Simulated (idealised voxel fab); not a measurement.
process module | voxel capacitor over wiring
cross-section cut | 295 nm wide | cells 5 nm
A cross-section is a grid of square cells, given in bands from the top down. A band is one or more rows of cells.
Each band's line starts with the height of the band's top and of its bottom, in nm. Then come its materials from left to right, each with its width in nm. One material with "throughout" fills the band from edge to edge. "air" is empty space.
Height 0 is the level under which the wafer as received is all one material. The lowest band goes on downwards, as in "0 down".
A width such as "30 to 40" changes by the same amount from each row of cells to the next, from the band's top row to its bottom row.
"no change" after a step means that no cell of the cross-section changed.
closed voids: empty space of 8 cells or more with no open way to the top, each as width x height at its distance from the left edge, in nm
after a step's settings: what the simulator itself notes on the step
overlay nm, on a step with a mask: how far to the right of its planned place the mask lay; to the left if negative
plan
1 op RECEIVE | material Si
2 op CONFORMAL_DEP | material SiO2 | thk nm 10
3 op CONFORMAL_DEP | material SiN | thk nm 5
4 op DIRECTIONAL_DEP | material SiO2 | thk nm 20
5 op PATTERN | tone open | mask id METAL_1 | material resist | width nm 20 | pitch nm 90 | thk nm 15 | overlay nm 0
6 op DIRECTIONAL_ETCH | etch materials SiO2 | depth nm 20
7 op DIRECTIONAL_ETCH | etch materials SiN | depth nm 5
8 op STRIP | etch materials resist
9 op CONFORMAL_DEP | material TiN | thk nm 5
10 op FILL_DEP | material W | thk nm 5
11 op CMP | height nm 35
12 op CONFORMAL_DEP | material SiCN | thk nm 5
13 op DIRECTIONAL_DEP | material lowk | thk nm 10
14 op PATTERN | tone open | mask id PLUG_1 | material resist | width nm 15 | thk nm 15 | overlay nm 0
15 op DIRECTIONAL_ETCH | etch materials lowk | depth nm 10
16 op DIRECTIONAL_ETCH | etch materials SiCN | depth nm 5
17 op STRIP | etch materials resist
18 op CONFORMAL_DEP | material TiN | thk nm 5
19 op FILL_DEP | material W | thk nm 10
20 op CMP | height nm 50
21 op DIRECTIONAL_DEP | material TiN | thk nm 10
22 op DIRECTIONAL_DEP | material Al2O3 | thk nm 5
23 op DIRECTIONAL_DEP | material TiN | thk nm 5
24 op DIRECTIONAL_DEP | material aC | thk nm 15
25 op PATTERN | tone cover | mask id UPPER_PLATE | material resist | width nm 75 | thk nm 35 | overlay nm 0
26 op DIRECTIONAL_ETCH | etch materials aC | depth nm 15
27 op STRIP | etch materials resist
28 op DIRECTIONAL_ETCH | etch materials TiN | depth nm 5
29 op DIRECTIONAL_ETCH | etch materials Al2O3 | depth nm 5
30 op STRIP | etch materials aC
31 op PATTERN | tone cover | mask id LOWER_PLATE | material resist | width nm 85 | thk nm 20 | overlay nm 0
32 op DIRECTIONAL_ETCH | etch materials TiN | depth nm 10
33 op STRIP | etch materials resist
34 op FILL_DEP | material SiO2 | thk nm 20
35 op CMP | height nm 85
36 op PATTERN | tone open | mask id PLUG_2 | material resist | width nm 15 | thk nm 20 | overlay nm 0
37 op DIRECTIONAL_ETCH | etch materials SiO2 | depth nm 15
38 op STRIP | etch materials resist
39 op CONFORMAL_DEP | material TiN | thk nm 5
40 op FILL_DEP | material W | thk nm 10
41 op CMP | height nm 85
42 op CONFORMAL_DEP | material SiN | thk nm 5
first wafer, as planned
as received, after step 1
  0 down: Si throughout
  closed voids: none
after step 2
  10 to 0: SiO2 throughout
  below 0: unchanged
after step 3
  15 to 10: SiN throughout
  below 10: unchanged
after step 4
  35 to 15: SiO2 throughout
  below 15: unchanged
after step 5
  50 to 35: resist 90 | air 20 | resist 70 | air 20 | resist 95
  below 35: unchanged
after step 6
  50 to 35: resist 90 | air 20 | resist 70 | air 20 | resist 95
  35 to 15: SiO2 90 | air 20 | SiO2 70 | air 20 | SiO2 95
  below 15: unchanged
after step 7
  50 to 35: resist 90 | air 20 | resist 70 | air 20 | resist 95
  35 to 15: SiO2 90 | air 20 | SiO2 70 | air 20 | SiO2 95
  15 to 10: SiN 90 | air 20 | SiN 70 | air 20 | SiN 95
  below 10: unchanged
after step 8
  35 to 15: SiO2 90 | air 20 | SiO2 70 | air 20 | SiO2 95
  below 15: unchanged
after step 9
  40 to 35: TiN 95 | air 10 | TiN 80 | air 10 | TiN 100
  35 to 15: SiO2 90 | TiN 5 | air 10 | TiN 5 | SiO2 70 | TiN 5 | air 10 | TiN 5 | SiO2 95
  15 to 10: SiN 90 | TiN 20 | SiN 70 | TiN 20 | SiN 95
  below 10: unchanged
after step 10
  45 to 40: W throughout
  40 to 35: TiN 95 | W 10 | TiN 80 | W 10 | TiN 100
  35 to 15: SiO2 90 | TiN 5 | W 10 | TiN 5 | SiO2 70 | TiN 5 | W 10 | TiN 5 | SiO2 95
  below 15: unchanged
after step 11
  35 to 15: SiO2 90 | TiN 5 | W 10 | TiN 5 | SiO2 70 | TiN 5 | W 10 | TiN 5 | SiO2 95
  below 15: unchanged
after step 12
  40 to 35: SiCN throughout
  below 35: unchanged
after step 13
  50 to 40: lowk throughout
  below 40: unchanged
after step 14
  65 to 50: resist 95 | air 15 | resist 185
  below 50: unchanged
after step 15
  65 to 50: resist 95 | air 15 | resist 185
  50 to 40: lowk 95 | air 15 | lowk 185
  below 40: unchanged
after step 16
  65 to 50: resist 95 | air 15 | resist 185
  50 to 40: lowk 95 | air 15 | lowk 185
  40 to 35: SiCN 95 | air 15 | SiCN 185
  below 35: unchanged
after step 17
  50 to 40: lowk 95 | air 15 | lowk 185
  below 40: unchanged
after step 18
  55 to 50: TiN 100 | air 5 | TiN 190
  50 to 40: lowk 95 | TiN 5 | air 5 | TiN 5 | lowk 185
  40 to 35: SiCN 95 | TiN 15 | SiCN 185
  below 35: unchanged
after step 19
  65 to 55: W throughout
  55 to 50: TiN 100 | W 5 | TiN 190
  50 to 40: lowk 95 | TiN 5 | W 5 | TiN 5 | lowk 185
  below 40: unchanged
after step 20
  50 to 40: lowk 95 | TiN 5 | W 5 | TiN 5 | lowk 185
  below 40: unchanged
after step 21
  60 to 50: TiN throughout
  below 50: unchanged
after step 22
  65 to 60: Al2O3 throughout
  below 60: unchanged
after step 23
  70 to 65: TiN throughout
  below 65: unchanged
after step 24
  85 to 70: aC throughout
  below 70: unchanged
after step 25
  120 to 85: air 95 | resist 75 | air 125
  below 85: unchanged
after step 26
  105 to 85: air 95 | resist 75 | air 125
  85 to 70: air 95 | aC 75 | air 125
  below 70: unchanged
after step 27
  85 to 70: air 95 | aC 75 | air 125
  below 70: unchanged
after step 28
  85 to 70: air 95 | aC 75 | air 125
  70 to 65: air 95 | TiN 75 | air 125
  below 65: unchanged
after step 29
  85 to 70: air 95 | aC 75 | air 125
  70 to 65: air 95 | TiN 75 | air 125
  65 to 60: air 95 | Al2O3 75 | air 125
  below 60: unchanged
after step 30
  70 to 65: air 95 | TiN 75 | air 125
  below 65: unchanged
after step 31
  90 to 70: air 90 | resist 85 | air 120
  70 to 65: air 90 | resist 5 | TiN 75 | resist 5 | air 120
  65 to 60: air 90 | resist 5 | Al2O3 75 | resist 5 | air 120
  below 60: unchanged
after step 32
  90 to 70: air 90 | resist 85 | air 120
  70 to 65: air 90 | resist 5 | TiN 75 | resist 5 | air 120
  65 to 60: air 90 | resist 5 | Al2O3 75 | resist 5 | air 120
  60 to 50: air 90 | TiN 85 | air 120
  below 50: unchanged
after step 33
  70 to 65: air 95 | TiN 75 | air 125
  65 to 60: air 95 | Al2O3 75 | air 125
  below 60: unchanged
after step 34
  90 to 70: SiO2 throughout
  70 to 65: SiO2 95 | TiN 75 | SiO2 125
  65 to 60: SiO2 95 | Al2O3 75 | SiO2 125
  60 to 50: SiO2 90 | TiN 85 | SiO2 120
  below 50: unchanged
after step 35
  85 to 70: SiO2 throughout
  below 70: unchanged
after step 36
  105 to 85: resist 105 | air 15 | resist 175
  below 85: unchanged
after step 37
  105 to 85: resist 105 | air 15 | resist 175
  85 to 70: SiO2 105 | air 15 | SiO2 175
  below 70: unchanged
after step 38
  85 to 70: SiO2 105 | air 15 | SiO2 175
  below 70: unchanged
after step 39
  90 to 85: TiN 110 | air 5 | TiN 180
  85 to 75: SiO2 105 | TiN 5 | air 5 | TiN 5 | SiO2 175
  75 to 65: SiO2 105 to 95 | TiN 15 to 75 | SiO2 175 to 125
  below 65: unchanged
after step 40
  100 to 90: W throughout
  90 to 85: TiN 110 | W 5 | TiN 180
  85 to 75: SiO2 105 | TiN 5 | W 5 | TiN 5 | SiO2 175
  below 75: unchanged
after step 41
  85 to 75: SiO2 105 | TiN 5 | W 5 | TiN 5 | SiO2 175
  below 75: unchanged
after step 42
  90 to 85: SiN throughout
  below 85: unchanged
second wafer: like start, like plan, one mistake. Through step 13 it matches the first wafer
when step 14 should have ended
  65 to 50: resist 105 | air 15 | resist 175
  below 50: unchanged
when step 15 should have ended
  65 to 50: resist 105 | air 15 | resist 175
  50 to 40: lowk 105 | air 15 | lowk 175
  below 40: unchanged
when step 16 should have ended
  65 to 50: resist 105 | air 15 | resist 175
  50 to 40: lowk 105 | air 15 | lowk 175
  40 to 35: SiCN 105 | air 15 | SiCN 175
  below 35: unchanged
when step 17 should have ended
  50 to 40: lowk 105 | air 15 | lowk 175
  below 40: unchanged
when step 18 should have ended
  55 to 50: TiN 110 | air 5 | TiN 180
  50 to 40: lowk 105 | TiN 5 | air 5 | TiN 5 | lowk 175
  40 to 35: SiCN 105 | TiN 15 | SiCN 175
  below 35: unchanged
when step 19 should have ended
  65 to 55: W throughout
  55 to 50: TiN 110 | W 5 | TiN 180
  50 to 40: lowk 105 | TiN 5 | W 5 | TiN 5 | lowk 175
  below 40: unchanged
when step 20 should have ended
  50 to 40: lowk 105 | TiN 5 | W 5 | TiN 5 | lowk 175
  below 40: unchanged
when step 21 should have ended
  60 to 50: TiN throughout
  below 50: unchanged
when step 22 should have ended
  65 to 60: Al2O3 throughout
  below 60: unchanged
when step 23 should have ended
  70 to 65: TiN throughout
  below 65: unchanged
when step 24 should have ended
  85 to 70: aC throughout
  below 70: unchanged
when step 25 should have ended
  120 to 85: air 95 | resist 75 | air 125
  below 85: unchanged
when step 26 should have ended
  105 to 85: air 95 | resist 75 | air 125
  85 to 70: air 95 | aC 75 | air 125
  below 70: unchanged
when step 27 should have ended
  85 to 70: air 95 | aC 75 | air 125
  below 70: unchanged
when step 28 should have ended
  85 to 70: air 95 | aC 75 | air 125
  70 to 65: air 95 | TiN 75 | air 125
  below 65: unchanged
when step 29 should have ended
  85 to 70: air 95 | aC 75 | air 125
  70 to 65: air 95 | TiN 75 | air 125
  65 to 60: air 95 | Al2O3 75 | air 125
  below 60: unchanged
when step 30 should have ended
  70 to 65: air 95 | TiN 75 | air 125
  below 65: unchanged
when step 31 should have ended
  90 to 70: air 90 | resist 85 | air 120
  70 to 65: air 90 | resist 5 | TiN 75 | resist 5 | air 120
  65 to 60: air 90 | resist 5 | Al2O3 75 | resist 5 | air 120
  below 60: unchanged
when step 32 should have ended
  90 to 70: air 90 | resist 85 | air 120
  70 to 65: air 90 | resist 5 | TiN 75 | resist 5 | air 120
  65 to 60: air 90 | resist 5 | Al2O3 75 | resist 5 | air 120
  60 to 50: air 90 | TiN 85 | air 120
  below 50: unchanged
when step 33 should have ended
  70 to 65: air 95 | TiN 75 | air 125
  65 to 60: air 95 | Al2O3 75 | air 125
  below 60: unchanged
when step 34 should have ended
  90 to 70: SiO2 throughout
  70 to 65: SiO2 95 | TiN 75 | SiO2 125
  65 to 60: SiO2 95 | Al2O3 75 | SiO2 125
  60 to 50: SiO2 90 | TiN 85 | SiO2 120
  below 50: unchanged
when step 35 should have ended
  85 to 70: SiO2 throughout
  below 70: unchanged
when step 36 should have ended
  105 to 85: resist 105 | air 15 | resist 175
  below 85: unchanged
when step 37 should have ended
  105 to 85: resist 105 | air 15 | resist 175
  85 to 70: SiO2 105 | air 15 | SiO2 175
  below 70: unchanged
when step 38 should have ended
  85 to 70: SiO2 105 | air 15 | SiO2 175
  below 70: unchanged
when step 39 should have ended
  90 to 85: TiN 110 | air 5 | TiN 180
  85 to 75: SiO2 105 | TiN 5 | air 5 | TiN 5 | SiO2 175
  75 to 65: SiO2 105 to 95 | TiN 15 to 75 | SiO2 175 to 125
  below 65: unchanged
when step 40 should have ended
  100 to 90: W throughout
  90 to 85: TiN 110 | W 5 | TiN 180
  85 to 75: SiO2 105 | TiN 5 | W 5 | TiN 5 | SiO2 175
  below 75: unchanged
when step 41 should have ended
  85 to 75: SiO2 105 | TiN 5 | W 5 | TiN 5 | SiO2 175
  below 75: unchanged
when step 42 should have ended
  90 to 85: SiN throughout
  below 85: unchanged
what went wrong: step 14 ran as: op PATTERN | tone open | mask id PLUG_1 | material resist | width nm 15 | thk nm 15 | overlay nm 10
at the end the second wafer has, in cells: as many of each material as the first, in other places
